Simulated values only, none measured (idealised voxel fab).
Process module, titled voxel self aligned vias
In the cross-section labelled cut, the width is 220 nm and each square cell is 5 nm.
We lay out every cross-section as a grid of square cells and spell it out in bands from the top down, where one band means one or more rows of cells.
Each band's line starts with the height of the band's top and of its bottom, in nm. Then come its materials from left to right, each with its width in nm. One material with "throughout" fills the band from edge to edge. "air" is empty space.
Heights from 0 (as-received wafer is one material below). Bottom band endless downward, as "0 down".
With a width like "30 to 40", each row of cells in the band differs from the next by the same amount, the top row carrying the first number and the bottom row the second.
Where a step carries "changes: none", the cross-section came out of it unchanged, cell for cell.
Basically, "Entrapped voids" tells you about the enclosed voids: empty spaces with no open way to the top, 8 cells or bigger, each written width x height at distance, where distance is from the left edge, all in nm.
after a step's settings: what the simulator itself notes on the step
For masked steps, "overlay nm" on the step line gives how far right of plan the mask actually lay; a minus sign means it lay to the left.
Process steps (planned):
1 RECEIVE [material Si]
2 CONFORMAL_DEP [material SiO2] [thk nm 10]
3 CONFORMAL_DEP [material SiCN] [thk nm 5]
4 DIRECTIONAL_DEP [material lowk] [thk nm 20]
5 PATTERN [tone open] [mask id LINES] [material resist] [width nm 25] [pitch nm 70] [thk nm 20] [overlay nm -15]
6 DIRECTIONAL_ETCH [etch materials lowk] [depth nm 20]
7 STRIP [etch materials resist]
8 CONFORMAL_DEP [material TiN] [thk nm 5]
9 FILL_DEP [material Ru] [thk nm 5]
10 CMP [height nm 35]
11 SELECTIVE_ETCH [etch materials W Ru TiN] [depth nm 10]
12 FILL_DEP [material SiN] [thk nm 5]
13 CMP [height nm 35]
14 DIRECTIONAL_DEP [material lowk] [thk nm 20]
15 DIRECTIONAL_DEP [material aC] [thk nm 10]
16 PATTERN [tone open] [mask id VIAS] [material resist] [width nm 45] [pitch nm 70] [thk nm 25] [overlay nm 0]
17 DIRECTIONAL_ETCH [etch materials aC] [depth nm 10]
18 STRIP [etch materials resist]
19 DIRECTIONAL_ETCH [etch materials lowk] [depth nm 20]
20 DIRECTIONAL_ETCH [etch materials SiN] [depth nm 10]
21 STRIP [etch materials aC]
22 CONFORMAL_DEP [material TiN] [thk nm 5]
23 FILL_DEP [material Ru] [thk nm 10]
24 CMP [height nm 55]
25 CONFORMAL_DEP [material SiCN] [thk nm 5]
For clarity, it should be stated that the wafers under discussion commence in an identical condition and differ with respect to the overlay nm of step 5, the plan indicating the value that the first wafer had.
This is how the first of several wafers looked in cross-section when it arrived, which is after step 1:
	0 down  Si throughout
	Entrapped voids: none
Where each wafer stands at the end of the module, a row apiece: cells of each material gained (+) or lost (-) since it was received, then closed voids:
overlay nm -15 | +56 Ru | +88 SiCN | +4 SiN | +88 SiO2 | +52 TiN | +240 lowk | Entrapped voids: none
overlay nm -10 | +60 Ru | +88 SiCN | +88 SiO2 | +52 TiN | +240 lowk | Entrapped voids: none
overlay nm -5 | +60 Ru | +88 SiCN | +88 SiO2 | +52 TiN | +240 lowk | Entrapped voids: none
overlay nm 0 | +60 Ru | +88 SiCN | +88 SiO2 | +52 TiN | +240 lowk | Entrapped voids: none
overlay nm 5 | +60 Ru | +88 SiCN | +88 SiO2 | +52 TiN | +240 lowk | Entrapped voids: none
overlay nm 10 | +60 Ru | +88 SiCN | +88 SiO2 | +52 TiN | +240 lowk | Entrapped voids: none
overlay nm 15 | +56 Ru | +88 SiCN | +4 SiN | +88 SiO2 | +52 TiN | +240 lowk | Entrapped voids: none
